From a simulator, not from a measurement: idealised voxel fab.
A process module follows: voxel self aligned vias.
Cross-sectional view cut (width: 300 nm; square cell size: 5 nm).
If you're reading a cross-section in this doc, picture square cells in a grid; it comes to you as bands, top ones listed first down to the bottom, and a band can be one or more rows of cells. What a band's entry tells you: where the top is and where the bottom is, as heights in nm, and after that what lies inside, material by material from left to right, each with its width in nm. Empty space is written as the word "blank", and a single material marked with the word "all across" occupies the band from edge to edge. Height datum 0, below which the as-received substrate wafer is one material. Lowest band open at the bottom, running downward: "0 nm and below". Quick explanation for "30 to 40": the width changes in equal steps down the rows of cells, from the first number in the band's top row to the second number in its bottom row. "no change", as given for a step, is the statement that not any cell of the cross-section underwent a change during that step. Unvented voids: empty space of 8 cells or more with no open way to the top, each as width x height at its distance from the left edge, in nm. On each step's line, the part that comes after the settings is the simulator's own comment on the step. The line of a step may include "overlay nm". On a step with a mask, this value is how far to the right of its planned place the mask lay. A negative value means the mask lay to the left.
# Here's what the planned process steps look like
1: RECEIVE [material Si]
2: CONFORMAL_DEP [material SiO2] [thk nm 10]
3: CONFORMAL_DEP [material SiCN] [thk nm 5]
4: DIRECTIONAL_DEP [material lowk] [thk nm 30]
5: MASKED_ETCH [tone open] [mask id LINES] [width nm 20] [pitch nm 70] [etch materials lowk] [depth nm 30] [overlay nm 0]
6: CONFORMAL_DEP [material TiN] [thk nm 5]
7: FILL_DEP [material Ru] [thk nm 10]
8: CMP [height nm 45]
9: SELECTIVE_ETCH [etch materials W Ru TiN] [depth nm 10]
10: FILL_DEP [material SiN] [thk nm 5]
11: CMP [height nm 45]
12: DIRECTIONAL_DEP [material lowk] [thk nm 20]
13: DIRECTIONAL_DEP [material aC] [thk nm 15]
14: PATTERN [tone open] [mask id VIAS] [material resist] [width nm 40] [pitch nm 140] [thk nm 30] [overlay nm 0]
15: DIRECTIONAL_ETCH [etch materials aC] [depth nm 15]
16: STRIP [etch materials resist]
17: DIRECTIONAL_ETCH [etch materials lowk] [depth nm 20]
18: DIRECTIONAL_ETCH [etch materials SiN] [depth nm 10]
19: STRIP [etch materials aC]
20: CONFORMAL_DEP [material TiN] [thk nm 5]
21: FILL_DEP [material Cu] [thk nm 5]
22: CMP [height nm 65]
23: CONFORMAL_DEP [material SiCN] [thk nm 5]
# as received, after step 1
    0 nm and below | Si all across
    Unvented voids: none
# The first of the two wafers as seen in cross-section once the module was finished; processing followed the plan
    70 nm to 65 nm | SiCN all across
    65 nm to 50 nm | lowk 60; TiN 5; Cu 30; TiN 5; lowk 100; TiN 5; Cu 30; TiN 5; lowk 60
    50 nm to 45 nm | lowk 60; TiN 15; Cu 10; TiN 15; lowk 100; TiN 15; Cu 10; TiN 15; lowk 60
    45 nm to 40 nm | lowk 70; TiN 5; Cu 10; TiN 5; lowk 50; SiN 20; lowk 50; TiN 5; Cu 10; TiN 5; lowk 70
    40 nm to 35 nm | lowk 70; TiN 20; lowk 50; SiN 20; lowk 50; TiN 20; lowk 70
    35 nm to 20 nm | lowk 70; TiN 5; Ru 10; TiN 5; lowk 50; TiN 5; Ru 10; TiN 5; lowk 50; TiN 5; Ru 10; TiN 5; lowk 70
    20 nm to 15 nm | lowk 70; TiN 20; lowk 50; TiN 20; lowk 50; TiN 20; lowk 70
    15 nm to 10 nm | SiCN all across
    10 nm to 0 nm | SiO2 all across
    0 nm and below | Si all across
    Unvented voids: none
# Wafer two cross-section, module end. Start and plan unchanged from wafer one; one mistake made during the run
    70 nm to 65 nm | SiCN all across
    65 nm to 50 nm | lowk 60; TiN 5; Cu 30; TiN 5; lowk 100; TiN 5; Cu 30; TiN 5; lowk 60
    50 nm to 45 nm | lowk 60; TiN 40; lowk 100; TiN 40; lowk 60
    45 nm to 35 nm | SiN 60; TiN 10; lowk 20; TiN 10; SiN 40; lowk 20; SiN 40; TiN 10; lowk 20; TiN 10; SiN 60
    35 nm to 20 nm | Ru 65; TiN 5; lowk 20; TiN 5; Ru 40; TiN 5; lowk 20; TiN 5; Ru 40; TiN 5; lowk 20; TiN 5; Ru 65
    20 nm to 15 nm | TiN 70; lowk 20; TiN 50; lowk 20; TiN 50; lowk 20; TiN 70
    15 nm to 10 nm | SiCN all across
    10 nm to 0 nm | SiO2 all across
    0 nm and below | Si all across
    Unvented voids: none
what went wrong: step 5: run off-plan, actual operation and settings MASKED_ETCH [tone cover] [mask id LINES] [width nm 20] [pitch nm 70] [etch materials lowk] [depth nm 30] [overlay nm 0]
Final difference in cells, second wafer against first, listed per material as more or fewer: -8 Cu; +108 Ru; +72 SiN; +44 TiN; -216 lowk
